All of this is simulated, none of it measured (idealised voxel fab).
process module | voxel spacer lines
cross-section cut | 225 nm wide | cells 5 nm
A cross-section is a grid of square cells, given in bands from the top down. A band is one or more rows of cells.
Each band's line starts with the height of the band's top and of its bottom, in nm. Then come its materials from left to right, each with its width in nm. One material with "throughout" fills the band from edge to edge. "air" is empty space.
Height 0 is the level under which the wafer as received is all one material. The lowest band goes on downwards, as in "0 down".
A width such as "30 to 40" changes by the same amount from each row of cells to the next, from the band's top row to its bottom row.
"no change" after a step means that no cell of the cross-section changed.
closed voids: empty space of 8 cells or more with no open way to the top, each as width x height at its distance from the left edge, in nm
after a step's settings: what the simulator itself notes on the step
overlay nm, on a step with a mask: how far to the right of its planned place the mask lay; to the left if negative
plan
1 op RECEIVE | material Si
2 op CONFORMAL_DEP | material Al2O3 | thk nm 5
3 op DIRECTIONAL_DEP | material polySi | thk nm 20
4 op DIRECTIONAL_DEP | material aC | thk nm 20
5 op PATTERN | tone cover | mask id MANDREL | material resist | width nm 20 | pitch nm 70 | thk nm 25 | overlay nm 0
6 op DIRECTIONAL_ETCH | etch materials aC | depth nm 20
7 op STRIP | etch materials resist
8 op CONFORMAL_DEP | material SiN | thk nm 15
9 op DIRECTIONAL_ETCH | etch materials SiN | depth nm 15
10 op STRIP | etch materials aC
11 op DIRECTIONAL_ETCH | etch materials polySi | depth nm 20
12 op STRIP | etch materials SiN
as received, after step 1
  0 down: Si throughout
  closed voids: none
a wafer at the end: this start, this plan, one mistake
  45 to 40: air 30 | aC 20 | air 50 | aC 20 | air 50 | aC 20 | air 35
  40 to 25: air 15 | polySi 15 | aC 20 | polySi 15 | air 20 | polySi 15 | aC 20 | polySi 15 | air 20 | polySi 15 | aC 20 | polySi 15 | air 20
  25 to 20: air 15 | polySi 50 | air 20 | polySi 50 | air 20 | polySi 50 | air 20
  20 to 5: polySi throughout
  5 to 0: Al2O3 throughout
  0 down: Si throughout
  closed voids: none
what went wrong: step 8 ran as: op CONFORMAL_DEP | material polySi | thk nm 15
